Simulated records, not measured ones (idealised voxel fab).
process module | voxel gate over fins
Cross-section cut: width 265 nm, square cells of 5 nm.
For the purposes of this document, a cross-section shall be understood as a grid of square cells, specified as bands listed in top-to-bottom order, each band consisting of one or more rows of cells.
Band: top and bottom heights (nm) first, top before bottom; then materials from left to right, widths in nm. "throughout" marks a sole material filling the band edge to edge. "blank" denotes empty space.
Where do heights start? At 0: under that level the wafer as delivered is made of one material only. And the lowest band has no floor; it just carries on downward, as in "0 and below".
Width "30..40": first value at the band's top row of cells, second value at its bottom row, equal change from row to row.
When a step is marked "remains unaltered", none of the cells in the cross-section changed during that step.
Heads up: "Fully sealed cavities" only lists the empty pockets with no open path to the top that are 8 cells or more, and it writes them as width x height at distance, distance from the left edge, in nm.
Past the settings on a step's line: simulator remark, on that step.
overlay nm: step with mask; distance mask lay right of planned place; negative value = left of planned place.
Process steps - plan:
1,RECEIVE, material Si
2,CONFORMAL_DEP, material SiN, thk nm 10
3,DIRECTIONAL_DEP, material aC, thk nm 10
4,PATTERN, tone cover, mask id FINS, material resist, width nm 15, pitch nm 50, thk nm 30, overlay nm 0
5,DIRECTIONAL_ETCH, etch materials aC, depth nm 10
6,STRIP, etch materials resist
7,DIRECTIONAL_ETCH, etch materials SiN, depth nm 10
8,DIRECTIONAL_ETCH, etch materials Si, depth nm 30
9,STRIP, etch materials aC
10,FILL_DEP, material SiO2, thk nm 10
11,CMP, height nm 10
12,PATTERN, tone open, mask id RAIL, material resist, width nm 15, thk nm 20, overlay nm 0
13,DIRECTIONAL_ETCH, etch materials SiO2, depth nm 35
14,STRIP, etch materials resist
15,CONFORMAL_DEP, material TiN, thk nm 5
16,FILL_DEP, material W, thk nm 10
17,CMP, height nm 10
18,SELECTIVE_ETCH, etch materials W Ru TiN, depth nm 25
19,FILL_DEP, material SiO2, thk nm 5
20,CMP, height nm 10
21,SELECTIVE_ETCH, etch materials SiO2, depth nm 20
22,STRIP, etch materials SiN
23,CONFORMAL_DEP, material HfO2, thk nm 5
24,CONFORMAL_DEP, material TiN, thk nm 5
25,FILL_DEP, material W, thk nm 15
26,CMP, height nm 20
27,CONFORMAL_DEP, material SiCN, thk nm 5
First wafer out of two, processed as planned:
Cross-section of the wafer as it came to us, i.e., already through step 1:
> 0 and below  Si throughout
> Fully sealed cavities: none
Step 2 done - wafer cross-section:
> 10 down to 0  SiN throughout
> Below a height of 0, the structure has not been altered.
Step 3 done - wafer cross-section:
> 20 down to 10  aC throughout
> Below a height of 10, the structure has not been altered.
Step 4 done - wafer cross-section:
> 50 down to 20  blank=100 / resist=15 / blank=35 / resist=15 / blank=100
> Below a height of 20, the structure has not been altered.
Step 5 done - wafer cross-section:
> 40 down to 20  blank=100 / resist=15 / blank=35 / resist=15 / blank=100
> 20 down to 10  blank=100 / aC=15 / blank=35 / aC=15 / blank=100
> Below a height of 10, the structure has not been altered.
Step 6 done - wafer cross-section:
> 20 down to 10  blank=100 / aC=15 / blank=35 / aC=15 / blank=100
> Below a height of 10, the structure has not been altered.
Step 7 done - wafer cross-section:
> 20 down to 10  blank=100 / aC=15 / blank=35 / aC=15 / blank=100
> 10 down to 0  blank=100 / SiN=15 / blank=35 / SiN=15 / blank=100
> Below a height of 0, the structure has not been altered.
Step 8 done - wafer cross-section:
> 20 down to 10  blank=100 / aC=15 / blank=35 / aC=15 / blank=100
> 10 down to 0  blank=100 / SiN=15 / blank=35 / SiN=15 / blank=100
> 0 down to -30  blank=100 / Si=15 / blank=35 / Si=15 / blank=100
> Below a height of -30, the structure has not been altered.
Step 9 done - wafer cross-section:
> 10 down to 0  blank=100 / SiN=15 / blank=35 / SiN=15 / blank=100
> Below a height of 0, the structure has not been altered.
Step 10 done - wafer cross-section:
> 20 down to 10  SiO2 throughout
> 10 down to 0  SiO2=100 / SiN=15 / SiO2=35 / SiN=15 / SiO2=100
> 0 down to -30  SiO2=100 / Si=15 / SiO2=35 / Si=15 / SiO2=100
> Below a height of -30, the structure has not been altered.
Step 11 done - wafer cross-section:
> 10 down to 0  SiO2=100 / SiN=15 / SiO2=35 / SiN=15 / SiO2=100
> Below a height of 0, the structure has not been altered.
Step 12 done - wafer cross-section:
> 30 down to 10  resist=125 / blank=15 / resist=125
> Below a height of 10, the structure has not been altered.
Step 13 done - wafer cross-section:
> 30 down to 10  resist=125 / blank=15 / resist=125
> 10 down to 0  SiO2=100 / SiN=15 / SiO2=10 / blank=15 / SiO2=10 / SiN=15 / SiO2=100
> 0 down to -25  SiO2=100 / Si=15 / SiO2=10 / blank=15 / SiO2=10 / Si=15 / SiO2=100
> Below a height of -25, the structure has not been altered.
Step 14 done - wafer cross-section:
> 10 down to 0  SiO2=100 / SiN=15 / SiO2=10 / blank=15 / SiO2=10 / SiN=15 / SiO2=100
> Below a height of 0, the structure has not been altered.
Step 15 done - wafer cross-section:
> 15 down to 10  TiN=130 / blank=5 / TiN=130
> 10 down to 0  SiO2=100 / SiN=15 / SiO2=10 / TiN=5 / blank=5 / TiN=5 / SiO2=10 / SiN=15 / SiO2=100
> 0 down to -20  SiO2=100 / Si=15 / SiO2=10 / TiN=5 / blank=5 / TiN=5 / SiO2=10 / Si=15 / SiO2=100
> -20 down to -25  SiO2=100 / Si=15 / SiO2=10 / TiN=15 / SiO2=10 / Si=15 / SiO2=100
> Below a height of -25, the structure has not been altered.
Step 16 done - wafer cross-section:
> 25 down to 15  W throughout
> 15 down to 10  TiN=130 / W=5 / TiN=130
> 10 down to 0  SiO2=100 / SiN=15 / SiO2=10 / TiN=5 / W=5 / TiN=5 / SiO2=10 / SiN=15 / SiO2=100
> 0 down to -20  SiO2=100 / Si=15 / SiO2=10 / TiN=5 / W=5 / TiN=5 / SiO2=10 / Si=15 / SiO2=100
> Below a height of -20, the structure has not been altered.
Step 17 done - wafer cross-section:
> 10 down to 0  SiO2=100 / SiN=15 / SiO2=10 / TiN=5 / W=5 / TiN=5 / SiO2=10 / SiN=15 / SiO2=100
> Below a height of 0, the structure has not been altered.
Step 18 done - wafer cross-section:
> 10 down to 0  SiO2=100 / SiN=15 / SiO2=10 / blank=15 / SiO2=10 / SiN=15 / SiO2=100
> 0 down to -15  SiO2=100 / Si=15 / SiO2=10 / blank=15 / SiO2=10 / Si=15 / SiO2=100
> Below a height of -15, the structure has not been altered.
Step 19 done - wafer cross-section:
> 15 down to 10  SiO2 throughout
> 10 down to 0  SiO2=100 / SiN=15 / SiO2=35 / SiN=15 / SiO2=100
> 0 down to -15  SiO2=100 / Si=15 / SiO2=35 / Si=15 / SiO2=100
> Below a height of -15, the structure has not been altered.
Step 20 done - wafer cross-section:
> 10 down to 0  SiO2=100 / SiN=15 / SiO2=35 / SiN=15 / SiO2=100
> Below a height of 0, the structure has not been altered.
Step 21 done - wafer cross-section:
> 10 down to 0  blank=100 / SiN=15 / blank=35 / SiN=15 / blank=100
> 0 down to -10  blank=100 / Si=15 / blank=35 / Si=15 / blank=100
> Below a height of -10, the structure has not been altered.
Step 22 done - wafer cross-section:
> 0 down to -10  blank=100 / Si=15 / blank=35 / Si=15 / blank=100
> Below a height of -10, the structure has not been altered.
Step 23 done - wafer cross-section:
> 5 down to 0  blank=95 / HfO2=25 / blank=25 / HfO2=25 / blank=95
> 0 down to -5  blank=95 / HfO2=5 / Si=15 / HfO2=5 / blank=25 / HfO2=5 / Si=15 / HfO2=5 / blank=95
> -5 down to -10  HfO2=100 / Si=15 / HfO2=35 / Si=15 / HfO2=100
> Below a height of -10, the structure has not been altered.
Step 24 done - wafer cross-section:
> 10 down to 5  blank=90 / TiN=35 / blank=15 / TiN=35 / blank=90
> 5 down to 0  blank=90 / TiN=5 / HfO2=25 / TiN=5 / blank=15 / TiN=5 / HfO2=25 / TiN=5 / blank=90
> 0 down to -5  TiN=95 / HfO2=5 / Si=15 / HfO2=5 / TiN=25 / HfO2=5 / Si=15 / HfO2=5 / TiN=95
> Below a height of -5, the structure has not been altered.
Step 25 done - wafer cross-section:
> 25 down to 10  W throughout
> 10 down to 5  W=90 / TiN=35 / W=15 / TiN=35 / W=90
> 5 down to 0  W=90 / TiN=5 / HfO2=25 / TiN=5 / W=15 / TiN=5 / HfO2=25 / TiN=5 / W=90
> Below a height of 0, the structure has not been altered.
Step 26 done - wafer cross-section:
> 20 down to 10  W throughout
> Below a height of 10, the structure has not been altered.
Step 27 done - wafer cross-section:
> 25 down to 20  SiCN throughout
> Below a height of 20, the structure has not been altered.
Wafer two. Identical start, identical plan. One mistake in execution. Identical history through step 20:
Cross-sectional view of the second wafer at the intended end time of process step 21:
> 10 down to 0  blank=100 / SiN=15 / blank=35 / SiN=15 / blank=100
> Below a height of 0, the structure has not been altered.
Cross-sectional view of the second wafer at the intended end time of process step 22:
> 0 down to -15  SiO2=100 / Si=15 / SiO2=35 / Si=15 / SiO2=100
> Below a height of -15, the structure has not been altered.
Cross-sectional view of the second wafer at the intended end time of process step 23:
> 5 down to 0  HfO2 throughout
> Below a height of 0, the structure has not been altered.
Cross-sectional view of the second wafer at the intended end time of process step 24:
> 10 down to 5  TiN throughout
> Below a height of 5, the structure has not been altered.
Cross-sectional view of the second wafer at the intended end time of process step 25:
> 25 down to 10  W throughout
> Below a height of 10, the structure has not been altered.
Cross-sectional view of the second wafer at the intended end time of process step 26:
> 20 down to 10  W throughout
> Below a height of 10, the structure has not been altered.
Cross-sectional view of the second wafer at the intended end time of process step 27:
> 25 down to 20  SiCN throughout
> Below a height of 20, the structure has not been altered.
What broke from the plan during processing? step 21 ran differently from the plan; actual operation with settings: SELECTIVE_ETCH, etch materials SiO2, depth nm 10
The final cell counts differ between the wafers, with the second having more or fewer of some materials than the first: -8 HfO2; +94 SiO2; -8 TiN; -78 W
